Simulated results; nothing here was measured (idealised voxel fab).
Proc. module: voxel transistor to metal
Cross-section cut spans 190 nm and uses square cells 5 nm in size.
Cross-section, as written here: a square-cell grid given band by band from the top down, where a band holds one or more rows of cells.
In this notation a band is specified by the heights of its top and bottom, in that order and in nm, after which its materials appear from left to right, each paired with its width in nm. The word "throughout" attached to a single material means that material fills the band from edge to edge; the word "empty" stands for empty space.
Beneath 0, the wafer as received is one material, and that level is where height counting begins. The lowest band goes on downward without a bottom; it is written like "0..down".
You'd read "30..40" like this: the band's top row of cells is as wide as the first number, its bottom row is as wide as the second, and going down, every row changes width by the same amount as the row before did.
"same as before" (step): cross-section cells unchanged, all of them.
Heads up: "Sealed-off cavities" only lists the empty pockets with no open path to the top that are 8 cells or more, and it writes them as width x height at distance, distance from the left edge, in nm.
If you see something after the settings on a step's line, that's the simulator's own remark about that step.
overlay nm: on a step with a mask, how far right of its planned place the mask lay; negative means left.
Before/after cross-section pairs, one process step each; after shown to lowest changed band; step and settings beneath. Pairs may be from different runs of this module on the same starting wafer; a pair continues from the one above only where its "Incoming profile" entry says so.

Incoming profile
	10..0 = 35..25 of SiO2  30..40 of SiGe  10 of SiN  5 of HfO2  5 of TiN  15 of W  5 of TiN  5 of HfO2  10 of SiN  30..40 of SiGe  40..30 of SiO2
	0..-5 = 25 of SiO2  40 of SiGe  10 of SiN  5 of HfO2  25 of TiN  5 of HfO2  10 of SiN  40 of SiGe  30 of SiO2
	-5..-10 = 25 of SiO2  40 of SiGe  5 of SiO2  45 of HfO2  5 of SiO2  40 of SiGe  30 of SiO2
	-10..-25 = 40 of SiO2  25 of SiGe  55 of Si  25 of SiGe  45 of SiO2
	-25..-40 = 40 of SiO2  105 of Si  45 of SiO2
	-40..down = Si throughout
	Sealed-off cavities: none

Resultant Cross-Section
	20..10 = SiO2 throughout
	Lower than 10, everything is as it was.
	Sealed-off cavities: none
Process step bridging the above cross-sections: DIRECTIONAL_DEP,material SiO2,thk nm 10

Incoming profile: carried over from the after image of the pair right above.

Resultant Cross-Section
	35..20 = aC throughout
	Lower than 20, everything is as it was.
	Sealed-off cavities: none
Process step bridging the above cross-sections: DIRECTIONAL_DEP,material aC,thk nm 15

Incoming profile: carried over from the after image of the pair right above.

Resultant Cross-Section
	65..35 = 45 of resist  15 of empty  65 of resist  15 of empty  50 of resist
	Lower than 35, everything is as it was.
	Sealed-off cavities: none
Process step bridging the above cross-sections: PATTERN,tone open,mask id CONTACT,material resist,width nm 15,pitch nm 80,thk nm 30,overlay nm 0

Incoming profile: carried over from the after image of the pair right above.

Resultant Cross-Section
	50..35 = 45 of resist  15 of empty  65 of resist  15 of empty  50 of resist
	35..20 = 45 of aC  15 of empty  65 of aC  15 of empty  50 of aC
	Lower than 20, everything is as it was.
	Sealed-off cavities: none
Process step bridging the above cross-sections: DIRECTIONAL_ETCH,etch materials aC,depth nm 15

Incoming profile: carried over from the after image of the pair right above.

Resultant Cross-Section
	35..20 = 45 of aC  15 of empty  65 of aC  15 of empty  50 of aC
	Lower than 20, everything is as it was.
	Sealed-off cavities: none
Process step bridging the above cross-sections: STRIP,etch materials resist

Incoming profile: carried over from the after image of the pair right above.

Resultant Cross-Section
	35..20 = 45 of aC  15 of empty  65 of aC  15 of empty  50 of aC
	20..10 = 45 of SiO2  15 of empty  65 of SiO2  15 of empty  50 of SiO2
	Lower than 10, everything is as it was.
	Sealed-off cavities: none
Process step bridging the above cross-sections: DIRECTIONAL_ETCH,etch materials SiO2,depth nm 30

Incoming profile: carried over from the after image of the pair right above.

Resultant Cross-Section
	20..10 = 45 of SiO2  15 of empty  65 of SiO2  15 of empty  50 of SiO2
	Lower than 10, everything is as it was.
	Sealed-off cavities: none
Process step bridging the above cross-sections: STRIP,etch materials aC

Incoming profile: carried over from the after image of the pair right above.

Resultant Cross-Section
	25..20 = 50 of TiN  5 of empty  75 of TiN  5 of empty  55 of TiN
	20..15 = 45 of SiO2  5 of TiN  5 of empty  5 of TiN  65 of SiO2  5 of TiN  5 of empty  5 of TiN  50 of SiO2
	15..10 = 45 of SiO2  15 of TiN  65 of SiO2  15 of TiN  50 of SiO2
	Lower than 10, everything is as it was.
	Sealed-off cavities: none
Process step bridging the above cross-sections: CONFORMAL_DEP,material TiN,thk nm 5

Incoming profile: carried over from the after image of the pair right above.

Resultant Cross-Section
	30..25 = Ru throughout
	25..20 = 50 of TiN  5 of Ru  75 of TiN  5 of Ru  55 of TiN
	20..15 = 45 of SiO2  5 of TiN  5 of Ru  5 of TiN  65 of SiO2  5 of TiN  5 of Ru  5 of TiN  50 of SiO2
	Lower than 15, everything is as it was.
	Sealed-off cavities: none
Process step bridging the above cross-sections: FILL_DEP,material Ru,thk nm 5

Incoming profile: carried over from the after image of the pair right above.

Resultant Cross-Section
	20..15 = 45 of SiO2  5 of TiN  5 of Ru  5 of TiN  65 of SiO2  5 of TiN  5 of Ru  5 of TiN  50 of SiO2
	Lower than 15, everything is as it was.
	Sealed-off cavities: none
Process step bridging the above cross-sections: CMP,height nm 20

Incoming profile: carried over from the after image of the pair right above.

Resultant Cross-Section
	25..20 = SiCN throughout
	Lower than 20, everything is as it was.
	Sealed-off cavities: none
Process step bridging the above cross-sections: CONFORMAL_DEP,material SiCN,thk nm 5

Incoming profile: carried over from the after image of the pair right above.

Resultant Cross-Section
	50..25 = SiO2 throughout
	Lower than 25, everything is as it was.
	Sealed-off cavities: none
Process step bridging the above cross-sections: DIRECTIONAL_DEP,material SiO2,thk nm 25

Incoming profile: carried over from the after image of the pair right above.

Resultant Cross-Section
	50..25 = 45 of SiO2  15 of empty  65 of SiO2  15 of empty  50 of SiO2
	Lower than 25, everything is as it was.
	Sealed-off cavities: none
Process step bridging the above cross-sections: MASKED_ETCH,tone open,mask id METAL_1,width nm 15,pitch nm 80,etch materials SiO2,depth nm 25,overlay nm 0

Incoming profile: carried over from the after image of the pair right above.

Resultant Cross-Section
	50..25 = 45 of SiO2  15 of empty  65 of SiO2  15 of empty  50 of SiO2
	25..20 = 45 of SiCN  15 of empty  65 of SiCN  15 of empty  50 of SiCN
	Lower than 20, everything is as it was.
	Sealed-off cavities: none
Process step bridging the above cross-sections: MASKED_ETCH,tone open,mask id METAL_1,width nm 15,pitch nm 80,etch materials SiCN,depth nm 5,overlay nm 0

Incoming profile: carried over from the after image of the pair right above.

Resultant Cross-Section
	55..50 = 50 of TiN  5 of empty  75 of TiN  5 of empty  55 of TiN
	50..25 = 45 of SiO2  5 of TiN  5 of empty  5 of TiN  65 of SiO2  5 of TiN  5 of empty  5 of TiN  50 of SiO2
	25..20 = 45 of SiCN  15 of TiN  65 of SiCN  15 of TiN  50 of SiCN
	Lower than 20, everything is as it was.
	Sealed-off cavities: none
Process step bridging the above cross-sections: CONFORMAL_DEP,material TiN,thk nm 5

Incoming profile: carried over from the after image of the pair right above.

Resultant Cross-Section
	65..55 = Cu throughout
	55..50 = 50 of TiN  5 of Cu  75 of TiN  5 of Cu  55 of TiN
	50..25 = 45 of SiO2  5 of TiN  5 of Cu  5 of TiN  65 of SiO2  5 of TiN  5 of Cu  5 of TiN  50 of SiO2
	Lower than 25, everything is as it was.
	Sealed-off cavities: none
Process step bridging the above cross-sections: FILL_DEP,material Cu,thk nm 10

Incoming profile: carried over from the after image of the pair right above.

Resultant Cross-Section
	50..25 = 45 of SiO2  5 of TiN  5 of Cu  5 of TiN  65 of SiO2  5 of TiN  5 of Cu  5 of TiN  50 of SiO2
	Lower than 25, everything is as it was.
	Sealed-off cavities: none
Process step bridging the above cross-sections: CMP,height nm 50

Incoming profile: carried over from the after image of the pair right above.

Resultant Cross-Section
	55..50 = SiCN throughout
	Lower than 50, everything is as it was.
	Sealed-off cavities: none
Process step bridging the above cross-sections: CONFORMAL_DEP,material SiCN,thk nm 5

Incoming profile
	15..10 = 65 of empty  10 of SiN  35 of empty  10 of SiN  70 of empty
	10..5 = 65 of SiO2  10 of SiN  35 of empty  10 of SiN  70 of SiO2
	5..-5 = 50 of SiO2  15 of SiGe  10 of SiN  35 of empty  10 of SiN  15 of SiGe  55 of SiO2
	-5..-10 = 50 of SiO2  15 of SiGe  5 of SiO2  45 of empty  5 of SiO2  15 of SiGe  55 of SiO2
	-10..-25 = 40 of SiO2  25 of SiGe  55 of Si  25 of SiGe  45 of SiO2
	-25..-40 = 40 of SiO2  105 of Si  45 of SiO2
	-40..down = Si throughout
	Sealed-off cavities: none

Resultant Cross-Section
	20..15 = 60 of empty  20 of TiN  25 of empty  20 of TiN  65 of empty
	15..10 = 65 of TiN  10 of SiN  5 of TiN  25 of empty  5 of TiN  10 of SiN  70 of TiN
	10..5 = 65 of SiO2  10 of SiN  5 of TiN  25 of empty  5 of TiN  10 of SiN  70 of SiO2
	5..-5 = 50 of SiO2  15 of SiGe  10 of SiN  5 of TiN  25 of empty  5 of TiN  10 of SiN  15 of SiGe  55 of SiO2
	-5..-10 = 50 of SiO2  15 of SiGe  5 of SiO2  45 of TiN  5 of SiO2  15 of SiGe  55 of SiO2
	Lower than -10, everything is as it was.
	Sealed-off cavities: none
Process step bridging the above cross-sections: CONFORMAL_DEP,material TiN,thk nm 5

Incoming profile: carried over from the after image of the pair right above.

Resultant Cross-Section
	25..20 = 55 of empty  30 of HfO2  15 of empty  30 of HfO2  60 of empty
	20..15 = 60 of HfO2  20 of TiN  5 of HfO2  15 of empty  5 of HfO2  20 of TiN  65 of HfO2
	15..10 = 65 of TiN  10 of SiN  5 of TiN  5 of HfO2  15 of empty  5 of HfO2  5 of TiN  10 of SiN  70 of TiN
	10..5 = 65 of SiO2  10 of SiN  5 of TiN  5 of HfO2  15 of empty  5 of HfO2  5 of TiN  10 of SiN  70 of SiO2
	5..0 = 50 of SiO2  15 of SiGe  10 of SiN  5 of TiN  5 of HfO2  15 of empty  5 of HfO2  5 of TiN  10 of SiN  15 of SiGe  55 of SiO2
	0..-5 = 50 of SiO2  15 of SiGe  10 of SiN  5 of TiN  25 of HfO2  5 of TiN  10 of SiN  15 of SiGe  55 of SiO2
	Lower than -5, everything is as it was.
	Sealed-off cavities: none
Process step bridging the above cross-sections: CONFORMAL_DEP,material HfO2,thk nm 5

Incoming profile: carried over from the after image of the pair right above.

Resultant Cross-Section
	35..25 = W throughout
	25..20 = 55 of W  30 of HfO2  15 of W  30 of HfO2  60 of W
	20..15 = 60 of HfO2  20 of TiN  5 of HfO2  15 of W  5 of HfO2  20 of TiN  65 of HfO2
	15..10 = 65 of TiN  10 of SiN  5 of TiN  5 of HfO2  15 of W  5 of HfO2  5 of TiN  10 of SiN  70 of TiN
	10..5 = 65 of SiO2  10 of SiN  5 of TiN  5 of HfO2  15 of W  5 of HfO2  5 of TiN  10 of SiN  70 of SiO2
	5..0 = 50 of SiO2  15 of SiGe  10 of SiN  5 of TiN  5 of HfO2  15 of W  5 of HfO2  5 of TiN  10 of SiN  15 of SiGe  55 of SiO2
	Lower than 0, everything is as it was.
	Sealed-off cavities: none
Process step bridging the above cross-sections: FILL_DEP,material W,thk nm 10

Incoming profile: carried over from the after image of the pair right above.

Resultant Cross-Section
	10..5 = 65 of SiO2  10 of SiN  5 of TiN  5 of HfO2  15 of W  5 of HfO2  5 of TiN  10 of SiN  70 of SiO2
	Lower than 5, everything is as it was.
	Sealed-off cavities: none
Process step bridging the above cross-sections: CMP,height nm 10

Incoming profile: carried over from the after image of the pair right above.

Resultant Cross-Section
	20..10 = SiO2 throughout
	Lower than 10, everything is as it was.
	Sealed-off cavities: none
Process step bridging the above cross-sections: DIRECTIONAL_DEP,material SiO2,thk nm 10

Incoming profile: carried over from the after image of the pair right above.

Resultant Cross-Section
	35..20 = aC throughout
	Lower than 20, everything is as it was.
	Sealed-off cavities: none
Process step bridging the above cross-sections: DIRECTIONAL_DEP,material aC,thk nm 15

Incoming profile: carried over from the after image of the pair right above.

Resultant Cross-Section
	65..35 = 45 of resist  15 of empty  65 of resist  15 of empty  50 of resist
	Lower than 35, everything is as it was.
	Sealed-off cavities: none
Process step bridging the above cross-sections: PATTERN,tone open,mask id CONTACT,material resist,width nm 15,pitch nm 80,thk nm 30,overlay nm 0

Incoming profile: carried over from the after image of the pair right above.

Resultant Cross-Section
	50..35 = 45 of resist  15 of empty  65 of resist  15 of empty  50 of resist
	35..20 = 45 of aC  15 of empty  65 of aC  15 of empty  50 of aC
	Lower than 20, everything is as it was.
	Sealed-off cavities: none
Process step bridging the above cross-sections: DIRECTIONAL_ETCH,etch materials aC,depth nm 15

Incoming profile: carried over from the after image of the pair right above.

Resultant Cross-Section
	35..20 = 45 of aC  15 of empty  65 of aC  15 of empty  50 of aC
	Lower than 20, everything is as it was.
	Sealed-off cavities: none
Process step bridging the above cross-sections: STRIP,etch materials resist

Incoming profile: carried over from the after image of the pair right above.

Resultant Cross-Section
	35..20 = 45 of aC  15 of empty  65 of aC  15 of empty  50 of aC
	20..10 = 45 of SiO2  15 of empty  65 of SiO2  15 of empty  50 of SiO2
	10..5 = 45 of SiO2  15 of empty  5 of SiO2  10 of SiN  5 of TiN  5 of HfO2  15 of W  5 of HfO2  5 of TiN  10 of SiN  5 of SiO2  15 of empty  50 of SiO2
	5..0 = 45 of SiO2  5 of empty  15 of SiGe  10 of SiN  5 of TiN  5 of HfO2  15 of W  5 of HfO2  5 of TiN  10 of SiN  15 of SiGe  5 of empty  50 of SiO2
	0..-5 = 45 of SiO2  5 of empty  15 of SiGe  10 of SiN  5 of TiN  25 of HfO2  5 of TiN  10 of SiN  15 of SiGe  5 of empty  50 of SiO2
	-5..-10 = 45 of SiO2  5 of empty  15 of SiGe  5 of SiO2  45 of TiN  5 of SiO2  15 of SiGe  5 of empty  50 of SiO2
	Lower than -10, everything is as it was.
	Sealed-off cavities: none
Process step bridging the above cross-sections: DIRECTIONAL_ETCH,etch materials SiO2,depth nm 30

Incoming profile: carried over from the after image of the pair right above.

Resultant Cross-Section
	20..10 = 45 of SiO2  15 of empty  65 of SiO2  15 of empty  50 of SiO2
	Lower than 10, everything is as it was.
	Sealed-off cavities: none
Process step bridging the above cross-sections: STRIP,etch materials aC

Incoming profile: carried over from the after image of the pair right above.

Resultant Cross-Section
	25..20 = 50 of TiN  5 of empty  75 of TiN  5 of empty  55 of TiN
	20..10 = 45 of SiO2  5 of TiN  5 of empty  5 of TiN  65 of SiO2  5 of TiN  5 of empty  5 of TiN  50 of SiO2
	10..5 = 45 of SiO2  15 of TiN  5 of SiO2  10 of SiN  5 of TiN  5 of HfO2  15 of W  5 of HfO2  5 of TiN  10 of SiN  5 of SiO2  15 of TiN  50 of SiO2
	5..0 = 45 of SiO2  5 of TiN  15 of SiGe  10 of SiN  5 of TiN  5 of HfO2  15 of W  5 of HfO2  5 of TiN  10 of SiN  15 of SiGe  5 of TiN  50 of SiO2
	0..-5 = 45 of SiO2  5 of TiN  15 of SiGe  10 of SiN  5 of TiN  25 of HfO2  5 of TiN  10 of SiN  15 of SiGe  5 of TiN  50 of SiO2
	-5..-10 = 45 of SiO2  5 of TiN  15 of SiGe  5 of SiO2  45 of TiN  5 of SiO2  15 of SiGe  5 of TiN  50 of SiO2
	Lower than -10, everything is as it was.
	Sealed-off cavities: none
Process step bridging the above cross-sections: CONFORMAL_DEP,material TiN,thk nm 5

Incoming profile: carried over from the after image of the pair right above.

Resultant Cross-Section
	30..25 = Ru throughout
	25..20 = 50 of TiN  5 of Ru  75 of TiN  5 of Ru  55 of TiN
	20..10 = 45 of SiO2  5 of TiN  5 of Ru  5 of TiN  65 of SiO2  5 of TiN  5 of Ru  5 of TiN  50 of SiO2
	Lower than 10, everything is as it was.
	Sealed-off cavities: none
Process step bridging the above cross-sections: FILL_DEP,material Ru,thk nm 5

Incoming profile: carried over from the after image of the pair right above.

Resultant Cross-Section
	20..10 = 45 of SiO2  5 of TiN  5 of Ru  5 of TiN  65 of SiO2  5 of TiN  5 of Ru  5 of TiN  50 of SiO2
	Lower than 10, everything is as it was.
	Sealed-off cavities: none
Process step bridging the above cross-sections: CMP,height nm 20

Incoming profile: carried over from the after image of the pair right above.

Resultant Cross-Section
	25..20 = SiCN throughout
	Lower than 20, everything is as it was.
	Sealed-off cavities: none
Process step bridging the above cross-sections: CONFORMAL_DEP,material SiCN,thk nm 5

Incoming profile: carried over from the after image of the pair right above.

Resultant Cross-Section
	50..25 = SiO2 throughout
	Lower than 25, everything is as it was.
	Sealed-off cavities: none
Process step bridging the above cross-sections: DIRECTIONAL_DEP,material SiO2,thk nm 25

Incoming profile: carried over from the after image of the pair right above.

Resultant Cross-Section
	50..25 = 45 of SiO2  15 of empty  65 of SiO2  15 of empty  50 of SiO2
	Lower than 25, everything is as it was.
	Sealed-off cavities: none
Process step bridging the above cross-sections: MASKED_ETCH,tone open,mask id METAL_1,width nm 15,pitch nm 80,etch materials SiO2,depth nm 25,overlay nm 0

Incoming profile: carried over from the after image of the pair right above.

Resultant Cross-Section
	50..25 = 45 of SiO2  15 of empty  65 of SiO2  15 of empty  50 of SiO2
	25..20 = 45 of SiCN  15 of empty  65 of SiCN  15 of empty  50 of SiCN
	Lower than 20, everything is as it was.
	Sealed-off cavities: none
Process step bridging the above cross-sections: MASKED_ETCH,tone open,mask id METAL_1,width nm 15,pitch nm 80,etch materials SiCN,depth nm 5,overlay nm 0

Incoming profile: carried over from the after image of the pair right above.

Resultant Cross-Section
	55..50 = 50 of TiN  5 of empty  75 of TiN  5 of empty  55 of TiN
	50..25 = 45 of SiO2  5 of TiN  5 of empty  5 of TiN  65 of SiO2  5 of TiN  5 of empty  5 of TiN  50 of SiO2
	25..20 = 45 of SiCN  15 of TiN  65 of SiCN  15 of TiN  50 of SiCN
	Lower than 20, everything is as it was.
	Sealed-off cavities: none
Process step bridging the above cross-sections: CONFORMAL_DEP,material TiN,thk nm 5

Incoming profile: carried over from the after image of the pair right above.

Resultant Cross-Section
	65..55 = Cu throughout
	55..50 = 50 of TiN  5 of Cu  75 of TiN  5 of Cu  55 of TiN
	50..25 = 45 of SiO2  5 of TiN  5 of Cu  5 of TiN  65 of SiO2  5 of TiN  5 of Cu  5 of TiN  50 of SiO2
	Lower than 25, everything is as it was.
	Sealed-off cavities: none
Process step bridging the above cross-sections: FILL_DEP,material Cu,thk nm 10

Incoming profile: carried over from the after image of the pair right above.

Resultant Cross-Section
	50..25 = 45 of SiO2  5 of TiN  5 of Cu  5 of TiN  65 of SiO2  5 of TiN  5 of Cu  5 of TiN  50 of SiO2
	Lower than 25, everything is as it was.
	Sealed-off cavities: none
Process step bridging the above cross-sections: CMP,height nm 50

Incoming profile: carried over from the after image of the pair right above.

Resultant Cross-Section
	55..50 = SiCN throughout
	Lower than 50, everything is as it was.
	Sealed-off cavities: none
Process step bridging the above cross-sections: CONFORMAL_DEP,material SiCN,thk nm 5

Incoming profile
	35..30 = SiO2 throughout
	30..15 = 65 of SiO2  10 of SiN  35 of SiCN  10 of SiN  70 of SiO2
	15..5 = 65 of SiO2  10 of SiN  35 of polySi  10 of SiN  70 of SiO2
	5..-5 = 50 of SiO2  15 of SiGe  10 of SiN  35 of polySi  10 of SiN  15 of SiGe  55 of SiO2
	-5..-10 = 50 of SiO2  15 of SiGe  55 of SiO2  15 of SiGe  55 of SiO2
	-10..-25 = 40 of SiO2  25 of SiGe  55 of Si  25 of SiGe  45 of SiO2
	-25..-40 = 40 of SiO2  105 of Si  45 of SiO2
	-40..down = Si throughout
	Sealed-off cavities: none

Resultant Cross-Section
	10..5 = 65 of SiO2  10 of SiN  35 of polySi  10 of SiN  70 of SiO2
	Lower than 5, everything is as it was.
	Sealed-off cavities: none
Process step bridging the above cross-sections: CMP,height nm 10

Incoming profile: carried over from the after image of the pair right above.

Resultant Cross-Section
	10..5 = 65 of SiO2  10 of SiN  35 of empty  10 of SiN  70 of SiO2
	5..-5 = 50 of SiO2  15 of SiGe  10 of SiN  35 of empty  10 of SiN  15 of SiGe  55 of SiO2
	Lower than -5, everything is as it was.
	Sealed-off cavities: none
Process step bridging the above cross-sections: STRIP,etch materials polySi

Incoming profile: carried over from the after image of the pair right above.

Resultant Cross-Section
	10..5 = 65 of empty  10 of SiN  35 of empty  10 of SiN  70 of empty
	5..-5 = 50 of SiO2  15 of SiGe  10 of SiN  35 of empty  10 of SiN  15 of SiGe  55 of SiO2
	-5..-10 = 50 of SiO2  15 of SiGe  5 of SiO2  45 of empty  5 of SiO2  15 of SiGe  55 of SiO2
	Lower than -10, everything is as it was.
	Sealed-off cavities: none
Process step bridging the above cross-sections: SELECTIVE_ETCH,etch materials SiO2,depth nm 5

Incoming profile: carried over from the after image of the pair right above.

Resultant Cross-Section
	15..10 = 60 of empty  20 of HfO2  25 of empty  20 of HfO2  65 of empty
	10..5 = 65 of HfO2  10 of SiN  5 of HfO2  25 of empty  5 of HfO2  10 of SiN  70 of HfO2
	5..-5 = 50 of SiO2  15 of SiGe  10 of SiN  5 of HfO2  25 of empty  5 of HfO2  10 of SiN  15 of SiGe  55 of SiO2
	-5..-10 = 50 of SiO2  15 of SiGe  5 of SiO2  45 of HfO2  5 of SiO2  15 of SiGe  55 of SiO2
	Lower than -10, everything is as it was.
	Sealed-off cavities: none
Process step bridging the above cross-sections: CONFORMAL_DEP,material HfO2,thk nm 5

Incoming profile: carried over from the after image of the pair right above.

Resultant Cross-Section
	20..15 = 55 of empty  30 of TiN  15 of empty  30 of TiN  60 of empty
	15..10 = 60 of TiN  20 of HfO2  5 of TiN  15 of empty  5 of TiN  20 of HfO2  65 of TiN
	10..5 = 65 of HfO2  10 of SiN  5 of HfO2  5 of TiN  15 of empty  5 of TiN  5 of HfO2  10 of SiN  70 of HfO2
	5..0 = 50 of SiO2  15 of SiGe  10 of SiN  5 of HfO2  5 of TiN  15 of empty  5 of TiN  5 of HfO2  10 of SiN  15 of SiGe  55 of SiO2
	0..-5 = 50 of SiO2  15 of SiGe  10 of SiN  5 of HfO2  25 of TiN  5 of HfO2  10 of SiN  15 of SiGe  55 of SiO2
	Lower than -5, everything is as it was.
	Sealed-off cavities: none
Process step bridging the above cross-sections: CONFORMAL_DEP,material TiN,thk nm 5

Incoming profile: carried over from the after image of the pair right above.

Resultant Cross-Section
	30..20 = W throughout
	20..15 = 55 of W  30 of TiN  15 of W  30 of TiN  60 of W
	15..10 = 60 of TiN  20 of HfO2  5 of TiN  15 of W  5 of TiN  20 of HfO2  65 of TiN
	10..5 = 65 of HfO2  10 of SiN  5 of HfO2  5 of TiN  15 of W  5 of TiN  5 of HfO2  10 of SiN  70 of HfO2
	5..0 = 50 of SiO2  15 of SiGe  10 of SiN  5 of HfO2  5 of TiN  15 of W  5 of TiN  5 of HfO2  10 of SiN  15 of SiGe  55 of SiO2
	Lower than 0, everything is as it was.
	Sealed-off cavities: none
Process step bridging the above cross-sections: FILL_DEP,material W,thk nm 10

Incoming profile: carried over from the after image of the pair right above.

Resultant Cross-Section
	10..5 = 65 of HfO2  10 of SiN  5 of HfO2  5 of TiN  15 of W  5 of TiN  5 of HfO2  10 of SiN  70 of HfO2
	Lower than 5, everything is as it was.
	Sealed-off cavities: none
Process step bridging the above cross-sections: CMP,height nm 10

Incoming profile: carried over from the after image of the pair right above.

Resultant Cross-Section
	20..10 = SiO2 throughout
	Lower than 10, everything is as it was.
	Sealed-off cavities: none
Process step bridging the above cross-sections: DIRECTIONAL_DEP,material SiO2,thk nm 10

Incoming profile: carried over from the after image of the pair right above.

Resultant Cross-Section
	35..20 = aC throughout
	Lower than 20, everything is as it was.
	Sealed-off cavities: none
Process step bridging the above cross-sections: DIRECTIONAL_DEP,material aC,thk nm 15

Incoming profile: carried over from the after image of the pair right above.

Resultant Cross-Section
	65..35 = 45 of resist  15 of empty  65 of resist  15 of empty  50 of resist
	Lower than 35, everything is as it was.
	Sealed-off cavities: none
Process step bridging the above cross-sections: PATTERN,tone open,mask id CONTACT,material resist,width nm 15,pitch nm 80,thk nm 30,overlay nm 0

Incoming profile: carried over from the after image of the pair right above.

Resultant Cross-Section
	50..35 = 45 of resist  15 of empty  65 of resist  15 of empty  50 of resist
	35..20 = 45 of aC  15 of empty  65 of aC  15 of empty  50 of aC
	Lower than 20, everything is as it was.
	Sealed-off cavities: none
Process step bridging the above cross-sections: DIRECTIONAL_ETCH,etch materials aC,depth nm 15

Incoming profile: carried over from the after image of the pair right above.

Resultant Cross-Section
	35..20 = 45 of aC  15 of empty  65 of aC  15 of empty  50 of aC
	Lower than 20, everything is as it was.
	Sealed-off cavities: none
Process step bridging the above cross-sections: STRIP,etch materials resist

Incoming profile: carried over from the after image of the pair right above.

Resultant Cross-Section
	35..20 = 45 of aC  15 of empty  65 of aC  15 of empty  50 of aC
	20..10 = 45 of SiO2  15 of empty  65 of SiO2  15 of empty  50 of SiO2
	Lower than 10, everything is as it was.
	Sealed-off cavities: none
Process step bridging the above cross-sections: DIRECTIONAL_ETCH,etch materials SiO2,depth nm 30

Incoming profile: carried over from the after image of the pair right above.

Resultant Cross-Section
	20..10 = 45 of SiO2  15 of empty  65 of SiO2  15 of empty  50 of SiO2
	Lower than 10, everything is as it was.
	Sealed-off cavities: none
Process step bridging the above cross-sections: STRIP,etch materials aC

Incoming profile: carried over from the after image of the pair right above.

Resultant Cross-Section
	25..20 = 50 of TiN  5 of empty  75 of TiN  5 of empty  55 of TiN
	20..15 = 45 of SiO2  5 of TiN  5 of empty  5 of TiN  65 of SiO2  5 of TiN  5 of empty  5 of TiN  50 of SiO2
	15..10 = 45 of SiO2  15 of TiN  65 of SiO2  15 of TiN  50 of SiO2
	Lower than 10, everything is as it was.
	Sealed-off cavities: none
Process step bridging the above cross-sections: CONFORMAL_DEP,material TiN,thk nm 5

Incoming profile: carried over from the after image of the pair right above.

Resultant Cross-Section
	30..25 = Ru throughout
	25..20 = 50 of TiN  5 of Ru  75 of TiN  5 of Ru  55 of TiN
	20..15 = 45 of SiO2  5 of TiN  5 of Ru  5 of TiN  65 of SiO2  5 of TiN  5 of Ru  5 of TiN  50 of SiO2
	Lower than 15, everything is as it was.
	Sealed-off cavities: none
Process step bridging the above cross-sections: FILL_DEP,material Ru,thk nm 5

Incoming profile: carried over from the after image of the pair right above.

Resultant Cross-Section
	20..15 = 45 of SiO2  5 of TiN  5 of Ru  5 of TiN  65 of SiO2  5 of TiN  5 of Ru  5 of TiN  50 of SiO2
	Lower than 15, everything is as it was.
	Sealed-off cavities: none
Process step bridging the above cross-sections: CMP,height nm 20

Incoming profile: carried over from the after image of the pair right above.

Resultant Cross-Section
	25..20 = SiCN throughout
	Lower than 20, everything is as it was.
	Sealed-off cavities: none
Process step bridging the above cross-sections: CONFORMAL_DEP,material SiCN,thk nm 5

Incoming profile: carried over from the after image of the pair right above.

Resultant Cross-Section
	50..25 = SiO2 throughout
	Lower than 25, everything is as it was.
	Sealed-off cavities: none
Process step bridging the above cross-sections: DIRECTIONAL_DEP,material SiO2,thk nm 25

Incoming profile: carried over from the after image of the pair right above.

Resultant Cross-Section
	50..25 = 45 of SiO2  15 of empty  65 of SiO2  15 of empty  50 of SiO2
	Lower than 25, everything is as it was.
	Sealed-off cavities: none
Process step bridging the above cross-sections: MASKED_ETCH,tone open,mask id METAL_1,width nm 15,pitch nm 80,etch materials SiO2,depth nm 25,overlay nm 0

Incoming profile: carried over from the after image of the pair right above.

Resultant Cross-Section
	50..25 = 45 of SiO2  15 of empty  65 of SiO2  15 of empty  50 of SiO2
	25..20 = 45 of SiCN  15 of empty  65 of SiCN  15 of empty  50 of SiCN
	Lower than 20, everything is as it was.
	Sealed-off cavities: none
Process step bridging the above cross-sections: MASKED_ETCH,tone open,mask id METAL_1,width nm 15,pitch nm 80,etch materials SiCN,depth nm 5,overlay nm 0

Incoming profile: carried over from the after image of the pair right above.

Resultant Cross-Section
	55..50 = 50 of TiN  5 of empty  75 of TiN  5 of empty  55 of TiN
	50..25 = 45 of SiO2  5 of TiN  5 of empty  5 of TiN  65 of SiO2  5 of TiN  5 of empty  5 of TiN  50 of SiO2
	25..20 = 45 of SiCN  15 of TiN  65 of SiCN  15 of TiN  50 of SiCN
	Lower than 20, everything is as it was.
	Sealed-off cavities: none
Process step bridging the above cross-sections: CONFORMAL_DEP,material TiN,thk nm 5

Incoming profile: carried over from the after image of the pair right above.

Resultant Cross-Section
	65..55 = Cu throughout
	55..50 = 50 of TiN  5 of Cu  75 of TiN  5 of Cu  55 of TiN
	50..25 = 45 of SiO2  5 of TiN  5 of Cu  5 of TiN  65 of SiO2  5 of TiN  5 of Cu  5 of TiN  50 of SiO2
	Lower than 25, everything is as it was.
	Sealed-off cavities: none
Process step bridging the above cross-sections: FILL_DEP,material Cu,thk nm 10

Incoming profile: carried over from the after image of the pair right above.

Resultant Cross-Section
	50..25 = 45 of SiO2  5 of TiN  5 of Cu  5 of TiN  65 of SiO2  5 of TiN  5 of Cu  5 of TiN  50 of SiO2
	Lower than 25, everything is as it was.
	Sealed-off cavities: none
Process step bridging the above cross-sections: CMP,height nm 50

Incoming profile: carried over from the after image of the pair right above.

Resultant Cross-Section
	55..50 = SiCN throughout
	Lower than 50, everything is as it was.
	Sealed-off cavities: none
Process step bridging the above cross-sections: CONFORMAL_DEP,material SiCN,thk nm 5

Incoming profile
	15..0 = SiN throughout
	0..-5 = SiO2 throughout
	-5..down = Si throughout
	Sealed-off cavities: none

Resultant Cross-Section
	35..15 = 40 of empty  105 of resist  45 of empty
	Lower than 15, everything is as it was.
	Sealed-off cavities: none
Process step bridging the above cross-sections: PATTERN,tone cover,mask id ACTIVE,material resist,width nm 105,thk nm 20,overlay nm 0

Incoming profile: carried over from the after image of the pair right above.

Resultant Cross-Section
	35..15 = 40 of empty  105 of resist  45 of empty
	15..0 = 40 of empty  105 of SiN  45 of empty
	Lower than 0, everything is as it was.
	Sealed-off cavities: none
Process step bridging the above cross-sections: DIRECTIONAL_ETCH,etch materials SiN,depth nm 15

Incoming profile: carried over from the after image of the pair right above.

Resultant Cross-Section
	35..15 = 40 of empty  105 of resist  45 of empty
	15..0 = 40 of empty  105 of SiN  45 of empty
	0..-5 = 40 of empty  105 of SiO2  45 of empty
	Lower than -5, everything is as it was.
	Sealed-off cavities: none
Process step bridging the above cross-sections: DIRECTIONAL_ETCH,etch materials SiO2,depth nm 5
